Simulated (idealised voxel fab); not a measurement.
process module | voxel capacitor over wiring
cross-section cut | 145 nm wide | cells 5 nm
A cross-section is a grid of square cells, given in bands from the top down. A band is one or more rows of cells.
Each band's line starts with the height of the band's top and of its bottom, in nm. Then come its materials from left to right, each with its width in nm. One material with "throughout" fills the band from edge to edge. "air" is empty space.
Height 0 is the level under which the wafer as received is all one material. The lowest band goes on downwards, as in "0 down".
A width such as "30 to 40" changes by the same amount from each row of cells to the next, from the band's top row to its bottom row.
"no change" after a step means that no cell of the cross-section changed.
closed voids: empty space of 8 cells or more with no open way to the top, each as width x height at its distance from the left edge, in nm
after a step's settings: what the simulator itself notes on the step
overlay nm, on a step with a mask: how far to the right of its planned place the mask lay; to the left if negative
plan
1 op RECEIVE | material Si
2 op CONFORMAL_DEP | material SiO2 | thk nm 15
3 op DIRECTIONAL_DEP | material TiN | thk nm 5
4 op DIRECTIONAL_DEP | material Ru | thk nm 15
5 op PATTERN | tone cover | mask id METAL_1 | material resist | width nm 25 | pitch nm 75 | thk nm 20 | overlay nm 0
6 op DIRECTIONAL_ETCH | etch materials Ru | depth nm 15
7 op DIRECTIONAL_ETCH | etch materials TiN | depth nm 5
8 op STRIP | etch materials resist
9 op FILL_DEP | material SiO2 | thk nm 10
10 op CMP | height nm 35
11 op CONFORMAL_DEP | material SiCN | thk nm 5
12 op DIRECTIONAL_DEP | material SiO2 | thk nm 10
13 op DIRECTIONAL_DEP | material aC | thk nm 15
14 op PATTERN | tone open | mask id PLUG_1 | material resist | width nm 15 | thk nm 30 | overlay nm 0
15 op DIRECTIONAL_ETCH | etch materials aC | depth nm 15
16 op STRIP | etch materials resist
17 op DIRECTIONAL_ETCH | etch materials SiO2 | depth nm 10
18 op DIRECTIONAL_ETCH | etch materials SiCN | depth nm 5
19 op STRIP | etch materials aC
20 op CONFORMAL_DEP | material TiN | thk nm 5
21 op FILL_DEP | material W | thk nm 5
22 op CMP | height nm 50
23 op DIRECTIONAL_DEP | material TiN | thk nm 5
24 op DIRECTIONAL_DEP | material Al2O3 | thk nm 5
25 op DIRECTIONAL_DEP | material TiN | thk nm 10
26 op DIRECTIONAL_DEP | material aC | thk nm 10
27 op PATTERN | tone cover | mask id UPPER_PLATE | material resist | width nm 55 | thk nm 25 | overlay nm 0
28 op DIRECTIONAL_ETCH | etch materials aC | depth nm 10
29 op STRIP | etch materials resist
30 op DIRECTIONAL_ETCH | etch materials TiN | depth nm 10
31 op DIRECTIONAL_ETCH | etch materials Al2O3 | depth nm 5
32 op STRIP | etch materials aC
33 op PATTERN | tone cover | mask id LOWER_PLATE | material resist | width nm 65 | thk nm 15 | overlay nm 0
34 op DIRECTIONAL_ETCH | etch materials TiN | depth nm 5
35 op STRIP | etch materials resist
36 op FILL_DEP | material SiO2 | thk nm 20
37 op CMP | height nm 85
38 op PATTERN | tone open | mask id PLUG_2 | material resist | width nm 15 | thk nm 20 | overlay nm 0
39 op DIRECTIONAL_ETCH | etch materials SiO2 | depth nm 15
40 op STRIP | etch materials resist
41 op CONFORMAL_DEP | material TiN | thk nm 5
42 op FILL_DEP | material Ru | thk nm 5
43 op CMP | height nm 85
44 op CONFORMAL_DEP | material SiN | thk nm 5
as received, after step 1
  0 down: Si throughout
  closed voids: none
first wafer at the end, as planned
  90 to 85: SiN throughout
  85 to 75: SiO2 40 | TiN 5 | Ru 5 | TiN 5 | SiO2 90
  75 to 70: SiO2 40 | TiN 15 | SiO2 90
  70 to 60: SiO2 30 | TiN 55 | SiO2 60
  60 to 55: SiO2 30 | Al2O3 55 | SiO2 60
  55 to 50: SiO2 25 | TiN 65 | SiO2 55
  50 to 40: SiO2 30 | TiN 5 | W 5 | TiN 5 | SiO2 100
  40 to 35: SiCN 30 | TiN 15 | SiCN 100
  35 to 20: SiO2 20 | Ru 25 | SiO2 50 | Ru 25 | SiO2 25
  20 to 15: SiO2 20 | TiN 25 | SiO2 50 | TiN 25 | SiO2 25
  15 to 0: SiO2 throughout
  0 down: Si throughout
  closed voids: none
second wafer at the end: like start, like plan, one mistake
  90 to 85: SiN throughout
  85 to 75: SiO2 40 | TiN 5 | Ru 5 | TiN 5 | SiO2 90
  75 to 70: SiO2 40 | TiN 15 | SiO2 90
  70 to 60: SiO2 30 | TiN 55 | SiO2 60
  60 to 55: SiO2 30 | Al2O3 55 | SiO2 60
  55 to 50: SiO2 25 | TiN 65 | SiO2 55
  50 to 45: SiO2 30 | TiN 5 | W 5 | TiN 5 | SiO2 100
  45 to 40: SiCN 30 | TiN 15 | SiCN 100
  40 to 35: SiO2 throughout
  35 to 20: SiO2 20 | Ru 25 | SiO2 50 | Ru 25 | SiO2 25
  20 to 15: SiO2 20 | TiN 25 | SiO2 50 | TiN 25 | SiO2 25
  15 to 0: SiO2 throughout
  0 down: Si throughout
  closed voids: none
what went wrong: step 10 ran as: op CMP | height nm 40
at the end the second wafer has, in cells: 3 more of SiO2 | 2 fewer of TiN | 1 fewer of W
